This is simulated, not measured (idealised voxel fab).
Process module in this document: voxel trench capacitor
Each square cell in cross-section cut measures 5 nm, and the section as a whole is 255 nm wide.
A cross-section is a grid of square cells, given in bands from the top down. A band is one or more rows of cells. Heads up on the band format: heights come first, top then bottom, in nm. After that it's the materials left to right, each with its width in nm. A single material flagged "everywhere" fills the whole band edge to edge, and "empty" means there's empty space there. The level at which height equals 0 is the one under which the wafer, as it arrives, is entirely one material. No lower edge exists for the bottom band, which continues downward and is notated as in "top 0, no bottom". With a width like "30->40", each row of cells in the band differs from the next by the same amount, the top row carrying the first number and the bottom row the second. No cell of the cross-section changed in a step that is given as "nothing changed". The entry "Completely sealed voids" lists the empty spaces that cover at least 8 cells and have no open path to the top. Each is written as width x height at distance, where the distance is measured from the left edge and all three values are in nm. Past the settings on a step's line: simulator remark, on that step. overlay nm: where the mask lay relative to plan, measured to the right, on steps with a mask; negatives go left.
[Steps in the process plan]
| 1 | RECEIVE: material Si |
| 2 | CONFORMAL_DEP: material SiN, thk nm 10 |
| 3 | MASKED_ETCH: tone open, mask id TRENCH, width nm 25, pitch nm 50, etch materials SiN, depth nm 10, overlay nm 0 |
| 4 | MASKED_ETCH: tone open, mask id TRENCH, width nm 25, pitch nm 50, etch materials Si, depth nm 40, overlay nm 0 |
| 5 | CONFORMAL_DEP: material Al2O3, thk nm 5 |
| 6 | CONFORMAL_DEP: material TiN, thk nm 5 |
| 7 | FILL_DEP: material W, thk nm 5 |
| 8 | CMP: height nm 10 |
[First wafer out of two, processed as planned]
[Incoming wafer, cross-sectional view, post step 1]
    top 0, no bottom | Si everywhere
    Completely sealed voids: none
[after step 2]
    top 10, bottom 0 | SiN everywhere
    Below a height of 0, the structure has not been altered.
[after step 3]
    top 10, bottom 0 | SiN=90 | empty=25 | SiN=25 | empty=25 | SiN=90
    Below a height of 0, the structure has not been altered.
[after step 4]
    top 10, bottom 0 | SiN=90 | empty=25 | SiN=25 | empty=25 | SiN=90
    top 0, bottom -40 | Si=90 | empty=25 | Si=25 | empty=25 | Si=90
    Below a height of -40, the structure has not been altered.
[after step 5]
    top 15, bottom 10 | Al2O3=95 | empty=15 | Al2O3=35 | empty=15 | Al2O3=95
    top 10, bottom 0 | SiN=90 | Al2O3=5 | empty=15 | Al2O3=5 | SiN=25 | Al2O3=5 | empty=15 | Al2O3=5 | SiN=90
    top 0, bottom -35 | Si=90 | Al2O3=5 | empty=15 | Al2O3=5 | Si=25 | Al2O3=5 | empty=15 | Al2O3=5 | Si=90
    top -35, bottom -40 | Si=90 | Al2O3=25 | Si=25 | Al2O3=25 | Si=90
    Below a height of -40, the structure has not been altered.
[after step 6]
    top 20, bottom 15 | TiN=100 | empty=5 | TiN=45 | empty=5 | TiN=100
    top 15, bottom 10 | Al2O3=95 | TiN=5 | empty=5 | TiN=5 | Al2O3=35 | TiN=5 | empty=5 | TiN=5 | Al2O3=95
    top 10, bottom 0 | SiN=90 | Al2O3=5 | TiN=5 | empty=5 | TiN=5 | Al2O3=5 | SiN=25 | Al2O3=5 | TiN=5 | empty=5 | TiN=5 | Al2O3=5 | SiN=90
    top 0, bottom -30 | Si=90 | Al2O3=5 | TiN=5 | empty=5 | TiN=5 | Al2O3=5 | Si=25 | Al2O3=5 | TiN=5 | empty=5 | TiN=5 | Al2O3=5 | Si=90
    top -30, bottom -35 | Si=90 | Al2O3=5 | TiN=15 | Al2O3=5 | Si=25 | Al2O3=5 | TiN=15 | Al2O3=5 | Si=90
    Below a height of -35, the structure has not been altered.
[after step 7]
    top 25, bottom 20 | W everywhere
    top 20, bottom 15 | TiN=100 | W=5 | TiN=45 | W=5 | TiN=100
    top 15, bottom 10 | Al2O3=95 | TiN=5 | W=5 | TiN=5 | Al2O3=35 | TiN=5 | W=5 | TiN=5 | Al2O3=95
    top 10, bottom 0 | SiN=90 | Al2O3=5 | TiN=5 | W=5 | TiN=5 | Al2O3=5 | SiN=25 | Al2O3=5 | TiN=5 | W=5 | TiN=5 | Al2O3=5 | SiN=90
    top 0, bottom -30 | Si=90 | Al2O3=5 | TiN=5 | W=5 | TiN=5 | Al2O3=5 | Si=25 | Al2O3=5 | TiN=5 | W=5 | TiN=5 | Al2O3=5 | Si=90
    Below a height of -30, the structure has not been altered.
[after step 8]
    top 10, bottom 0 | SiN=90 | Al2O3=5 | TiN=5 | W=5 | TiN=5 | Al2O3=5 | SiN=25 | Al2O3=5 | TiN=5 | W=5 | TiN=5 | Al2O3=5 | SiN=90
    Below a height of 0, the structure has not been altered.
[For the second wafer, take the first wafer's start and plan, then add one mistake made in running it; everything through step 7, that step included, is shared with the first]
Second wafer, cut view, end of step 8 per plan: nothing changed
What was the processing mistake? execution of step 8 of the plan did not take place, the step having been omitted
Upon completion, the second wafer contains, in terms of cells, a greater or smaller amount of certain materials than the first wafer: Al2O3 +45; TiN +53; W +55
